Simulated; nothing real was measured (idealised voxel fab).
process module | voxel transistor to metal
cross-section cut | 195 nm wide | cells 5 nm
A cross-section is a grid of square cells, given in bands from the top down. A band is one or more rows of cells.
Each band's line starts with the height of the band's top and of its bottom, in nm. Then come its materials from left to right, each with its width in nm. One material with "throughout" fills the band from edge to edge. "air" is empty space.
Height 0 is the level under which the wafer as received is all one material. The lowest band goes on downwards, as in "0 down".
A width such as "30 to 40" changes by the same amount from each row of cells to the next, from the band's top row to its bottom row.
"no change" after a step means that no cell of the cross-section changed.
closed voids: empty space of 8 cells or more with no open way to the top, each as width x height at its distance from the left edge, in nm
after a step's settings: what the simulator itself notes on the step
overlay nm, on a step with a mask: how far to the right of its planned place the mask lay; to the left if negative
plan
1 op RECEIVE | material Si
2 op CONFORMAL_DEP | material SiO2 | thk nm 5
3 op CONFORMAL_DEP | material SiN | thk nm 10
4 op MASKED_ETCH | tone cover | mask id ACTIVE | width nm 115 | etch materials SiN | depth nm 10 | overlay nm 0
5 op MASKED_ETCH | tone cover | mask id ACTIVE | width nm 115 | etch materials SiO2 | depth nm 5 | overlay nm 0
6 op MASKED_ETCH | tone cover | mask id ACTIVE | width nm 115 | etch materials Si | depth nm 30 | overlay nm 0
7 op FILL_DEP | material SiO2 | thk nm 5
8 op CMP | height nm 15
9 op SELECTIVE_ETCH | etch materials SiO2 | depth nm 5
10 op STRIP | etch materials SiN
11 op SELECTIVE_ETCH | etch materials SiO2 | depth nm 5
12 op OXIDIZE | depth nm 5
13 op DIRECTIONAL_DEP | material polySi | thk nm 20
14 op DIRECTIONAL_DEP | material SiCN | thk nm 10
15 op PATTERN | tone cover | mask id GATE | material resist | width nm 25 | thk nm 15 | overlay nm 0
16 op DIRECTIONAL_ETCH | etch materials SiCN | depth nm 20
17 op DIRECTIONAL_ETCH | etch materials polySi | depth nm 30
18 op STRIP | etch materials resist
19 op CONFORMAL_DEP | material SiO2 | thk nm 5
20 op DIRECTIONAL_ETCH | etch materials SiO2 | depth nm 5
21 op CONFORMAL_DEP | material SiN | thk nm 10
22 op DIRECTIONAL_ETCH | etch materials SiN | depth nm 10
23 op DIRECTIONAL_ETCH | etch materials SiO2 | depth nm 5
24 op DIRECTIONAL_ETCH | etch materials Si | depth nm 15
25 op EPI | material SiGe | thk nm 15
26 op FILL_DEP | material SiO2 | thk nm 5
27 op CMP | height nm 20
28 op STRIP | etch materials polySi
29 op SELECTIVE_ETCH | etch materials SiO2 | depth nm 5
30 op CONFORMAL_DEP | material HfO2 | thk nm 5
31 op CONFORMAL_DEP | material TiN | thk nm 5
32 op FILL_DEP | material W | thk nm 10
33 op CMP | height nm 15
34 op DIRECTIONAL_DEP | material SiO2 | thk nm 15
35 op MASKED_ETCH | tone open | mask id CONTACT | width nm 15 | pitch nm 80 | etch materials SiO2 | depth nm 20 | overlay nm 0
36 op CONFORMAL_DEP | material TiN | thk nm 5
37 op FILL_DEP | material W | thk nm 10
38 op CMP | height nm 30
39 op CONFORMAL_DEP | material SiCN | thk nm 5
40 op DIRECTIONAL_DEP | material SiO2 | thk nm 25
41 op MASKED_ETCH | tone open | mask id METAL_1 | width nm 15 | pitch nm 80 | etch materials SiO2 | depth nm 25 | overlay nm 0
42 op MASKED_ETCH | tone open | mask id METAL_1 | width nm 15 | pitch nm 80 | etch materials SiCN | depth nm 5 | overlay nm 0
43 op CONFORMAL_DEP | material TiN | thk nm 5
44 op FILL_DEP | material Cu | thk nm 5
45 op CMP | height nm 60
46 op CONFORMAL_DEP | material SiCN | thk nm 5
47 op DIRECTIONAL_DEP | material lowk | thk nm 25
48 op MASKED_ETCH | tone open | mask id METAL_2 | width nm 15 | pitch nm 80 | etch materials lowk | depth nm 15 | overlay nm 0
49 op DIRECTIONAL_DEP | material aC | thk nm 10
50 op PATTERN | tone open | mask id METAL_2_HOLES | material resist | width nm 15 | pitch nm 80 | thk nm 30 | overlay nm 0
51 op DIRECTIONAL_ETCH | etch materials aC | depth nm 10
52 op STRIP | etch materials resist
53 op DIRECTIONAL_ETCH | etch materials lowk | depth nm 10
54 op DIRECTIONAL_ETCH | etch materials SiCN | depth nm 5
55 op STRIP | etch materials aC
56 op CONFORMAL_DEP | material TiN | thk nm 5
57 op FILL_DEP | material Cu | thk nm 10
58 op CMP | height nm 90
59 op CONFORMAL_DEP | material SiN | thk nm 5
varied across the wafers: width nm of step 48. The plan shows the first wafer's value. All wafers start alike
first wafer as received, after step 1
  0 down: Si throughout
  closed voids: none
each wafer at the end: cells of each material gained (+) or lost (-) since it was received, then its closed voids
width nm 15 | +20 Cu | +13 HfO2 | -143 Si | +66 SiCN | +50 SiGe | +55 SiN | +424 SiO2 | +79 TiN | +12 W | +165 lowk | closed voids: none
width nm 20 | +24 Cu | +13 HfO2 | -143 Si | +66 SiCN | +50 SiGe | +55 SiN | +424 SiO2 | +81 TiN | +12 W | +159 lowk | closed voids: none
width nm 25 | +28 Cu | +13 HfO2 | -143 Si | +66 SiCN | +50 SiGe | +55 SiN | +424 SiO2 | +83 TiN | +12 W | +153 lowk | closed voids: none
width nm 30 | +32 Cu | +13 HfO2 | -143 Si | +66 SiCN | +50 SiGe | +55 SiN | +424 SiO2 | +85 TiN | +12 W | +147 lowk | closed voids: none
